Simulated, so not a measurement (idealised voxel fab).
Process module, titled voxel ribs on slabs
Cross-section cut spans 240 nm and uses square cells 5 nm in size.
A cross-section is written here as square cells arranged in a grid, and it is given in bands from the top down, each band taking up one or more rows of cells. For a band, the entry starts with two heights in nm, that of the top and then that of the bottom, and carries on with the band's materials in order from left to right, each alongside its width in nm; the word "full width" beside a single material means it fills the band edge to edge, and "empty" means empty space. Basically, 0 is our baseline, since under it the wafer straight out of the box is all one material. The bottom band has no lower end and keeps on going down, so it looks like "0 nm and below". Width "30..40": first value at the band's top row of cells, second value at its bottom row, equal change from row to row. "nothing was modified" (step): cross-section cells unchanged, all of them. Look at "Encapsulated voids" for the closed voids: empty spaces with no open path to the top, sized 8 cells or up. Each is width x height at distance, distance from the left edge, all nm. Text after the settings on a step's line: the simulator's own remark on that step. "overlay nm" denotes, for a step that has a mask, the displacement of the mask to the right of its planned place, with negative values corresponding to the left.

**Intended process steps**
1) RECEIVE with material Si
2) DIRECTIONAL_DEP with material SiO2, thk nm 20
3) DIRECTIONAL_DEP with material SiN, thk nm 20
4) MASKED_ETCH with tone cover, mask id RIB, width nm 20, etch materials SiN, depth nm 5, overlay nm 0
5) DIRECTIONAL_DEP with material aC, thk nm 10
6) PATTERN with tone cover, mask id SLAB, material resist, width nm 60, thk nm 25, overlay nm 0
7) DIRECTIONAL_ETCH with etch materials aC, depth nm 10
8) STRIP with etch materials resist
9) DIRECTIONAL_ETCH with etch materials SiN, depth nm 15
10) STRIP with etch materials aC
11) FILL_DEP with material SiO2, thk nm 25
12) CMP with height nm 55
13) DIRECTIONAL_DEP with material W, thk nm 5
14) DIRECTIONAL_DEP with material aC, thk nm 15
15) PATTERN with tone cover, mask id HEATER, material resist, width nm 30, thk nm 30, overlay nm 0
16) DIRECTIONAL_ETCH with etch materials aC, depth nm 15
17) STRIP with etch materials resist
18) DIRECTIONAL_ETCH with etch materials W, depth nm 5
19) STRIP with etch materials aC
20) CONFORMAL_DEP with material SiO2, thk nm 5

**What follows covers the first of two wafers; it ran as planned**

**Wafer as received: cross-section following step 1**
> 0 nm and below = Si full width
> Encapsulated voids: none

**Step 2 done - wafer cross-section**
> 20 nm to 0 nm = SiO2 full width
> Beneath the level 0, the cross-section is identical to its previous state.

**Step 3 done - wafer cross-section**
> 40 nm to 20 nm = SiN full width
> Beneath the level 20, the cross-section is identical to its previous state.

**Step 4 done - wafer cross-section**
> 40 nm to 35 nm = 110 empty / 20 SiN / 110 empty
> Beneath the level 35, the cross-section is identical to its previous state.

**Step 5 done - wafer cross-section**
> 50 nm to 45 nm = 110 empty / 20 aC / 110 empty
> 45 nm to 40 nm = aC full width
> 40 nm to 35 nm = 110 aC / 20 SiN / 110 aC
> Beneath the level 35, the cross-section is identical to its previous state.

**Step 6 done - wafer cross-section**
> 75 nm to 50 nm = 90 empty / 60 resist / 90 empty
> 50 nm to 45 nm = 90 empty / 20 resist / 20 aC / 20 resist / 90 empty
> Beneath the level 45, the cross-section is identical to its previous state.

**Step 7 done - wafer cross-section**
> 65 nm to 50 nm = 90 empty / 60 resist / 90 empty
> 50 nm to 45 nm = 90 empty / 20 resist / 20 aC / 20 resist / 90 empty
> 45 nm to 40 nm = 90 empty / 60 aC / 90 empty
> 40 nm to 35 nm = 90 empty / 20 aC / 20 SiN / 20 aC / 90 empty
> Beneath the level 35, the cross-section is identical to its previous state.

**Step 8 done - wafer cross-section**
> 50 nm to 40 nm = 110..90 empty / 20..60 aC / 110..90 empty
> Beneath the level 40, the cross-section is identical to its previous state.

**Step 9 done - wafer cross-section**
> 50 nm to 40 nm = 110..90 empty / 20..60 aC / 110..90 empty
> 40 nm to 35 nm = 90 empty / 20 aC / 20 SiN / 20 aC / 90 empty
> 35 nm to 20 nm = 90 empty / 60 SiN / 90 empty
> Beneath the level 20, the cross-section is identical to its previous state.

**Step 10 done - wafer cross-section**
> 40 nm to 35 nm = 110 empty / 20 SiN / 110 empty
> Beneath the level 35, the cross-section is identical to its previous state.

**Step 11 done - wafer cross-section**
> 65 nm to 40 nm = SiO2 full width
> 40 nm to 35 nm = 110 SiO2 / 20 SiN / 110 SiO2
> 35 nm to 20 nm = 90 SiO2 / 60 SiN / 90 SiO2
> Beneath the level 20, the cross-section is identical to its previous state.

**Step 12 done - wafer cross-section**
> 55 nm to 40 nm = SiO2 full width
> Beneath the level 40, the cross-section is identical to its previous state.

**Step 13 done - wafer cross-section**
> 60 nm to 55 nm = W full width
> Beneath the level 55, the cross-section is identical to its previous state.

**Step 14 done - wafer cross-section**
> 75 nm to 60 nm = aC full width
> Beneath the level 60, the cross-section is identical to its previous state.

**Step 15 done - wafer cross-section**
> 105 nm to 75 nm = 105 empty / 30 resist / 105 empty
> Beneath the level 75, the cross-section is identical to its previous state.

**Step 16 done - wafer cross-section**
> 90 nm to 75 nm = 105 empty / 30 resist / 105 empty
> 75 nm to 60 nm = 105 empty / 30 aC / 105 empty
> Beneath the level 60, the cross-section is identical to its previous state.

**Step 17 done - wafer cross-section**
> 75 nm to 60 nm = 105 empty / 30 aC / 105 empty
> Beneath the level 60, the cross-section is identical to its previous state.

**Step 18 done - wafer cross-section**
> 75 nm to 60 nm = 105 empty / 30 aC / 105 empty
> 60 nm to 55 nm = 105 empty / 30 W / 105 empty
> Beneath the level 55, the cross-section is identical to its previous state.

**Step 19 done - wafer cross-section**
> 60 nm to 55 nm = 105 empty / 30 W / 105 empty
> Beneath the level 55, the cross-section is identical to its previous state.

**Step 20 done - wafer cross-section**
> 65 nm to 60 nm = 100 empty / 40 SiO2 / 100 empty
> 60 nm to 55 nm = 105 SiO2 / 30 W / 105 SiO2
> Beneath the level 55, the cross-section is identical to its previous state.

**Wafer two of two - same starting point, same process plan, one mistake in execution; matches wafer one up to and including step 1**

**Second wafer profile in section, at the moment step 2 of the plan was meant to be complete**
> 20 nm to 0 nm = SiN full width
> Beneath the level 0, the cross-section is identical to its previous state.

**Second wafer profile in section, at the moment step 3 of the plan was meant to be complete**
> 40 nm to 20 nm = SiO2 full width
> Beneath the level 20, the cross-section is identical to its previous state.

Second wafer profile in section, at the moment step 4 of the plan was meant to be complete: nothing was modified

**Second wafer profile in section, at the moment step 5 of the plan was meant to be complete**
> 50 nm to 40 nm = aC full width
> Beneath the level 40, the cross-section is identical to its previous state.

**Second wafer profile in section, at the moment step 6 of the plan was meant to be complete**
> 75 nm to 50 nm = 90 empty / 60 resist / 90 empty
> Beneath the level 50, the cross-section is identical to its previous state.

**Second wafer profile in section, at the moment step 7 of the plan was meant to be complete**
> 65 nm to 50 nm = 90 empty / 60 resist / 90 empty
> 50 nm to 40 nm = 90 empty / 60 aC / 90 empty
> Beneath the level 40, the cross-section is identical to its previous state.

**Second wafer profile in section, at the moment step 8 of the plan was meant to be complete**
> 50 nm to 40 nm = 90 empty / 60 aC / 90 empty
> Beneath the level 40, the cross-section is identical to its previous state.

Second wafer profile in section, at the moment step 9 of the plan was meant to be complete: nothing was modified

**Second wafer profile in section, at the moment step 10 of the plan was meant to be complete**
> 40 nm to 20 nm = SiO2 full width
> Beneath the level 20, the cross-section is identical to its previous state.

**Second wafer profile in section, at the moment step 11 of the plan was meant to be complete**
> 65 nm to 20 nm = SiO2 full width
> Beneath the level 20, the cross-section is identical to its previous state.

**Second wafer profile in section, at the moment step 12 of the plan was meant to be complete**
> 55 nm to 20 nm = SiO2 full width
> Beneath the level 20, the cross-section is identical to its previous state.

**Second wafer profile in section, at the moment step 13 of the plan was meant to be complete**
> 60 nm to 55 nm = W full width
> Beneath the level 55, the cross-section is identical to its previous state.

**Second wafer profile in section, at the moment step 14 of the plan was meant to be complete**
> 75 nm to 60 nm = aC full width
> Beneath the level 60, the cross-section is identical to its previous state.

**Second wafer profile in section, at the moment step 15 of the plan was meant to be complete**
> 105 nm to 75 nm = 105 empty / 30 resist / 105 empty
> Beneath the level 75, the cross-section is identical to its previous state.

**Second wafer profile in section, at the moment step 16 of the plan was meant to be complete**
> 90 nm to 75 nm = 105 empty / 30 resist / 105 empty
> 75 nm to 60 nm = 105 empty / 30 aC / 105 empty
> Beneath the level 60, the cross-section is identical to its previous state.

**Second wafer profile in section, at the moment step 17 of the plan was meant to be complete**
> 75 nm to 60 nm = 105 empty / 30 aC / 105 empty
> Beneath the level 60, the cross-section is identical to its previous state.

**Second wafer profile in section, at the moment step 18 of the plan was meant to be complete**
> 75 nm to 60 nm = 105 empty / 30 aC / 105 empty
> 60 nm to 55 nm = 105 empty / 30 W / 105 empty
> Beneath the level 55, the cross-section is identical to its previous state.

**Second wafer profile in section, at the moment step 19 of the plan was meant to be complete**
> 60 nm to 55 nm = 105 empty / 30 W / 105 empty
> Beneath the level 55, the cross-section is identical to its previous state.

**Second wafer profile in section, at the moment step 20 of the plan was meant to be complete**
> 65 nm to 60 nm = 100 empty / 40 SiO2 / 100 empty
> 60 nm to 55 nm = 105 SiO2 / 30 W / 105 SiO2
> Beneath the level 55, the cross-section is identical to its previous state.
Heads up, the wafer didn't run the way we planned it: steps 2 and 3 run out of order (swapped)
Once processing is complete, comparing cell counts shows that the second wafer has more or fewer of certain materials than the first: 152 more of SiN, 152 fewer of SiO2
